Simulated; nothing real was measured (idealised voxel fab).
The following process module bears the name voxel transistor to metal.
Pictured: cross-section cut, 300 nm wide, on a grid of 5 nm square cells.
Cross-section = grid of square cells, listed top down in bands; band = one or more rows. Basically the band line says how high the top is and how high the bottom is, in nm, and then what's in it from left to right, every material with its width in nm. Empty space shows up as "empty", and if a single material carries "throughout" it runs the full band edge to edge. Zero point of the height axis is 0; under it, received wafer = one material. Lowest band: continues down indefinitely, "0..down". Top row gets the first number, bottom row gets the second, and each row in between changes by the same step: that is how a band width like "30->40" works. Any step labelled "no modifications" changed none of the cells in the cross-section. Closed empty spaces (no open way to the top) of 8 cells or more are what "Listed closed voids" lists, each as width x height at distance from the left edge, nm for all three. On a step's line, text after the settings is the simulator commenting on that step. "overlay nm" on a masked step: distance the mask lay right of its planned place, negative for left.

plan:
1 op RECEIVE | material Si
2 op CONFORMAL_DEP | material SiO2 | thk nm 5
3 op CONFORMAL_DEP | material SiN | thk nm 10
4 op DIRECTIONAL_DEP | material aC | thk nm 15
5 op PATTERN | tone cover | mask id ACTIVE | material resist | width nm 120 | pitch nm 140 | thk nm 30 | overlay nm 0
6 op DIRECTIONAL_ETCH | etch materials aC | depth nm 15
7 op STRIP | etch materials resist
8 op DIRECTIONAL_ETCH | etch materials SiN | depth nm 10
9 op DIRECTIONAL_ETCH | etch materials SiO2 | depth nm 5
10 op DIRECTIONAL_ETCH | etch materials Si | depth nm 20
11 op STRIP | etch materials aC
12 op OXIDIZE | depth nm 5
13 op FILL_DEP | material SiO2 | thk nm 10
14 op CMP | height nm 15
15 op SELECTIVE_ETCH | etch materials SiO2 | depth nm 10
16 op STRIP | etch materials SiN
17 op SELECTIVE_ETCH | etch materials SiO2 | depth nm 5
18 op OXIDIZE | depth nm 5
19 op DIRECTIONAL_DEP | material polySi | thk nm 25
20 op DIRECTIONAL_DEP | material SiCN | thk nm 15
21 op PATTERN | tone cover | mask id GATE | material resist | width nm 30 | pitch nm 140 | thk nm 15 | overlay nm 0
22 op DIRECTIONAL_ETCH | etch materials SiCN | depth nm 25
23 op DIRECTIONAL_ETCH | etch materials polySi | depth nm 35
24 op STRIP | etch materials resist
25 op CONFORMAL_DEP | material SiN | thk nm 5
26 op DIRECTIONAL_ETCH | etch materials SiN | depth nm 5
27 op DIRECTIONAL_ETCH | etch materials SiO2 | depth nm 5
28 op DIRECTIONAL_ETCH | etch materials Si | depth nm 5
29 op EPI | material nSi | thk nm 10
30 op FILL_DEP | material SiO2 | thk nm 10
31 op CMP | height nm 25
32 op STRIP | etch materials polySi
33 op SELECTIVE_ETCH | etch materials SiO2 | depth nm 5
34 op CONFORMAL_DEP | material HfO2 | thk nm 5
35 op CONFORMAL_DEP | material TiN | thk nm 5
36 op FILL_DEP | material W | thk nm 10
37 op CMP | height nm 20
38 op DIRECTIONAL_DEP | material SiO2 | thk nm 10
39 op DIRECTIONAL_DEP | material aC | thk nm 10
40 op PATTERN | tone open | mask id CONTACT | material resist | width nm 20 | thk nm 30 | overlay nm 0
41 op DIRECTIONAL_ETCH | etch materials aC | depth nm 10
42 op STRIP | etch materials resist
43 op DIRECTIONAL_ETCH | etch materials SiO2 | depth nm 30
44 op STRIP | etch materials aC
45 op CONFORMAL_DEP | material TiN | thk nm 5
46 op FILL_DEP | material W | thk nm 10
47 op CMP | height nm 30
48 op CONFORMAL_DEP | material SiN | thk nm 5
49 op DIRECTIONAL_DEP | material SiO2 | thk nm 15
50 op PATTERN | tone open | mask id METAL_1 | material resist | width nm 20 | thk nm 15 | overlay nm 0
51 op DIRECTIONAL_ETCH | etch materials SiO2 | depth nm 15
52 op DIRECTIONAL_ETCH | etch materials SiN | depth nm 5
53 op STRIP | etch materials resist
54 op CONFORMAL_DEP | material TiN | thk nm 5
55 op FILL_DEP | material Ru | thk nm 5
56 op CMP | height nm 50
57 op EPI | material Ru | thk nm 5
58 op FILL_DEP | material SiCN | thk nm 5
59 op DIRECTIONAL_DEP | material SiO2 | thk nm 30
60 op DIRECTIONAL_DEP | material aC | thk nm 10
61 op PATTERN | tone open | mask id METAL_2 | material resist | width nm 20 | pitch nm 140 | thk nm 30 | overlay nm 0
62 op DIRECTIONAL_ETCH | etch materials aC | depth nm 10
63 op STRIP | etch materials resist
64 op DIRECTIONAL_ETCH | etch materials SiO2 | depth nm 15
65 op STRIP | etch materials aC
66 op MASKED_ETCH | tone open | mask id METAL_2_HOLES | width nm 15 | pitch nm 140 | etch materials SiO2 | depth nm 15 | overlay nm 0
67 op MASKED_ETCH | tone open | mask id METAL_2_HOLES | width nm 15 | pitch nm 140 | etch materials SiCN | depth nm 5 | overlay nm 0
68 op CONFORMAL_DEP | material TiN | thk nm 5
69 op FILL_DEP | material Cu | thk nm 5
70 op CMP | height nm 90
71 op CONFORMAL_DEP | material SiN | thk nm 5

Cross-section, incoming material, after step 1:
0..down | Si throughout
Listed closed voids: none

Same starting wafer, same plan as above, one mistake in the execution; this is the cross-section at the end of the module:
95..90 | SiN throughout
90..80 | SiO2=30, then TiN=5, then Cu=10, then TiN=5, then SiO2=120, then TiN=5, then Cu=10, then TiN=5, then SiO2=110
80..75 | SiO2=30, then TiN=5, then Cu=5, then TiN=10, then SiO2=120, then TiN=5, then Cu=5, then TiN=10, then SiO2=110
75..60 | SiO2=30, then TiN=5, then Cu=5, then TiN=5, then SiO2=125, then TiN=5, then Cu=5, then TiN=5, then SiO2=115
60..55 | SiCN=30, then TiN=15, then SiCN=125, then TiN=15, then SiCN=115
55..50 | SiCN=25, then Ru=30, then SiCN=50, then Ru=30, then SiCN=30, then Ru=30, then SiCN=50, then Ru=30, then SiCN=25
50..35 | SiO2=30, then TiN=5, then Ru=10, then TiN=5, then SiO2=60, then TiN=5, then Ru=10, then TiN=5, then SiO2=40, then TiN=5, then Ru=10, then TiN=5, then SiO2=60, then TiN=5, then Ru=10, then TiN=5, then SiO2=30
35..30 | SiN=30, then TiN=20, then SiN=60, then TiN=20, then SiN=40, then TiN=20, then SiN=60, then TiN=20, then SiN=30
30..20 | SiO2=30, then TiN=5, then W=10, then TiN=5, then SiO2=60, then TiN=5, then W=10, then TiN=5, then SiO2=40, then TiN=5, then W=10, then TiN=5, then SiO2=60, then TiN=5, then W=10, then TiN=5, then SiO2=30
20..15 | SiO2=30, then TiN=5, then W=10, then TiN=5, then SiN=15, then HfO2=5, then TiN=5, then W=10, then TiN=5, then HfO2=5, then SiN=15, then TiN=5, then W=10, then TiN=5, then SiO2=40, then TiN=5, then W=10, then TiN=5, then SiN=15, then HfO2=5, then TiN=5, then W=10, then TiN=5, then HfO2=5, then SiN=15, then TiN=5, then W=10, then TiN=5, then SiO2=30
15..10 | SiO2=30, then TiN=20, then SiN=15, then HfO2=5, then TiN=5, then W=10, then TiN=5, then HfO2=5, then SiN=15, then TiN=20, then SiO2=40, then TiN=20, then SiN=15, then HfO2=5, then TiN=5, then W=10, then TiN=5, then HfO2=5, then SiN=15, then TiN=20, then SiO2=30
10..5 | SiN=65, then HfO2=5, then TiN=5, then W=10, then TiN=5, then HfO2=5, then SiN=110, then HfO2=5, then TiN=5, then W=10, then TiN=5, then HfO2=5, then SiN=65
5..0 | SiN=65, then HfO2=5, then TiN=20, then HfO2=5, then SiN=110, then HfO2=5, then TiN=20, then HfO2=5, then SiN=65
0..-5 | SiO2=60, then HfO2=40, then SiO2=100, then HfO2=40, then SiO2=60
-5..-25 | SiO2=25, then Si=110, then SiO2=30, then Si=110, then SiO2=25
-25..down | Si throughout
Listed closed voids: none
Run error: step 25 was not run as planned; what actually ran was op CONFORMAL_DEP | material SiN | thk nm 15
